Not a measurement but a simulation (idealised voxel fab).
The name of this process module is voxel self aligned vias.
Section cut is 250 nm wide and gridded with 5 nm square cells.
Cross-sections here: square-cell grids, written as top-down lists of bands, a band being one or more rows of cells. Look at the band entry: it leads with the top's height and the bottom's height in nm. Then it lists the materials left to right, with a width in nm for each. The word "full width" on a single material says that material fills the band edge to edge. The word "blank" is empty space. Heights are measured from 0, the level below which the as-received wafer is all one material; the lowest band has no bottom and continues downward, written as in "0 -> down". The width entry "30 to 40" should be interpreted row by row: the top row of cells in the band takes the first number, the bottom row takes the second number, and the change between adjacent rows is uniform throughout. Step note "nothing altered" = no cross-section cell changed. The entry "Enclosed cavities" lists the empty spaces that cover at least 8 cells and have no open path to the top. Each is written as width x height at distance, where the distance is measured from the left edge and all three values are in nm. It should be noted that, on the line of a given step, the content following the step's settings is a remark produced by the simulator itself with respect to that step. overlay nm: right-of-plan distance of the mask on a masked step; negative values mean left-of-plan.

**The following list gives the planned process steps**
1 op RECEIVE | material Si
2 op CONFORMAL_DEP | material SiO2 | thk nm 10
3 op CONFORMAL_DEP | material SiCN | thk nm 5
4 op DIRECTIONAL_DEP | material lowk | thk nm 25
5 op PATTERN | tone open | mask id LINES | material resist | width nm 30 | pitch nm 65 | thk nm 15 | overlay nm 0
6 op DIRECTIONAL_ETCH | etch materials lowk | depth nm 25
7 op STRIP | etch materials resist
8 op CONFORMAL_DEP | material TiN | thk nm 5
9 op FILL_DEP | material Ru | thk nm 10
10 op CMP | height nm 40
11 op SELECTIVE_ETCH | etch materials W Ru TiN | depth nm 10
12 op FILL_DEP | material SiN | thk nm 10
13 op CMP | height nm 40
14 op DIRECTIONAL_DEP | material lowk | thk nm 15
15 op PATTERN | tone open | mask id VIAS | material resist | width nm 50 | pitch nm 65 | thk nm 20 | overlay nm 0
16 op DIRECTIONAL_ETCH | etch materials lowk | depth nm 15
17 op DIRECTIONAL_ETCH | etch materials SiN | depth nm 10
18 op STRIP | etch materials resist
19 op CONFORMAL_DEP | material TiN | thk nm 5
20 op FILL_DEP | material W | thk nm 5
21 op CMP | height nm 55
22 op CONFORMAL_DEP | material SiN | thk nm 5

**Received-state cross-section, reflecting completion of step 1**
    0 -> down  Si full width
    Enclosed cavities: none

**What the wafer looks like in cross-section after this module, when it starts as shown above and follows the plan above but one mistake is made in running it**
    60 -> 55  SiN full width
    55 -> 35  35 lowk, then 5 TiN, then 40 W, then 5 TiN, then 15 lowk, then 5 TiN, then 40 W, then 5 TiN, then 15 lowk, then 5 TiN, then 40 W, then 5 TiN, then 35 lowk
    35 -> 30  35 lowk, then 50 TiN, then 15 lowk, then 50 TiN, then 15 lowk, then 50 TiN, then 35 lowk
    30 -> 20  35 to 45 lowk, then 15 to 5 TiN, then 20 Ru, then 15 to 5 TiN, then 15 to 35 lowk, then 15 to 5 TiN, then 20 Ru, then 15 to 5 TiN, then 15 to 35 lowk, then 15 to 5 TiN, then 20 Ru, then 15 to 5 TiN, then 35 to 45 lowk
    20 -> 15  45 lowk, then 30 TiN, then 35 lowk, then 30 TiN, then 35 lowk, then 30 TiN, then 45 lowk
    15 -> 10  SiCN full width
    10 -> 0  SiO2 full width
    0 -> down  Si full width
    Enclosed cavities: none
So what did we get wrong on this run? step 16, plan: ran twice
